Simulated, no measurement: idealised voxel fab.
Process module under the name voxel air gaps
The cross-section on display is named cut; it measures 195 nm wide, and its cells are 5 nm squares.
Just so we're on the same page, the cross-sections are grids of square cells, and they're listed out in bands top to bottom, each band one or more rows deep.
What a band's entry tells you: where the top is and where the bottom is, as heights in nm, and after that what lies inside, material by material from left to right, each with its width in nm. Empty space is written as the word "blank", and a single material marked with the word "full width" occupies the band from edge to edge.
Height 0 is the level under which the wafer as received is all one material. The lowest band goes on downwards, as in "0 nm and below".
The width entry "30..40" should be interpreted row by row: the top row of cells in the band takes the first number, the bottom row takes the second number, and the change between adjacent rows is uniform throughout.
The cross-section has no changed cell in any step marked "everything unchanged".
Listed in "Sealed void inventory": every empty space of 8 or more cells without an open way to the top. Form: width x height at distance, the distance being from the left edge, all in nm.
On a step's line, text after the settings is the simulator commenting on that step.
overlay nm: mask right of planned place by this much (step with mask). Neg. = left.

### This section lists the process steps that were planned
| 1 | RECEIVE, material Si |
| 2 | CONFORMAL_DEP, material SiO2, thk nm 15 |
| 3 | CONFORMAL_DEP, material SiN, thk nm 5 |
| 4 | DIRECTIONAL_DEP, material SiO2, thk nm 40 |
| 5 | DIRECTIONAL_DEP, material aC, thk nm 15 |
| 6 | PATTERN, tone open, mask id LINES, material resist, width nm 15, pitch nm 45, thk nm 35, overlay nm 0 |
| 7 | DIRECTIONAL_ETCH, etch materials aC, depth nm 15 |
| 8 | STRIP, etch materials resist |
| 9 | DIRECTIONAL_ETCH, etch materials SiO2, depth nm 40 |
| 10 | STRIP, etch materials aC |
| 11 | CONFORMAL_DEP, material TiN, thk nm 5 |
| 12 | FILL_DEP, material W, thk nm 5 |
| 13 | CMP, height nm 60 |
| 14 | EPI, material Ru, thk nm 10 |
| 15 | SELECTIVE_ETCH, etch materials SiO2, depth nm 50 |
| 16 | CONFORMAL_DEP, material SiN, thk nm 5 |

### Cross-section, incoming material, after step 1
	0 nm and below | Si full width
	Sealed void inventory: none

### The plan above was carried out on the starting structure above with one mistake, and this cross-section shows the wafer at the end of the module
	85 nm to 80 nm | 20 of blank / 155 of SiN / 20 of blank
	80 nm to 60 nm | 20 of blank / 5 of SiN / 145 of Ru / 5 of SiN / 20 of blank
	60 nm to 55 nm | 20 of blank / 25 of SiN / 5 of TiN / 5 of W / 5 of TiN / 30 of SiO2 / 5 of TiN / 5 of W / 5 of TiN / 30 of SiO2 / 5 of TiN / 5 of W / 5 of TiN / 25 of SiN / 20 of blank
	55 nm to 25 nm | 40 of blank / 5 of SiN / 5 of TiN / 5 of W / 5 of TiN / 30 of SiO2 / 5 of TiN / 5 of W / 5 of TiN / 30 of SiO2 / 5 of TiN / 5 of W / 5 of TiN / 5 of SiN / 40 of blank
	25 nm to 20 nm | 45 of SiN / 15 of TiN / 30 of SiO2 / 15 of TiN / 30 of SiO2 / 15 of TiN / 45 of SiN
	20 nm to 15 nm | SiN full width
	15 nm to 0 nm | SiO2 full width
	0 nm and below | Si full width
	Sealed void inventory: none
Misprocessing identified: in the plan, step 14 was performed twice
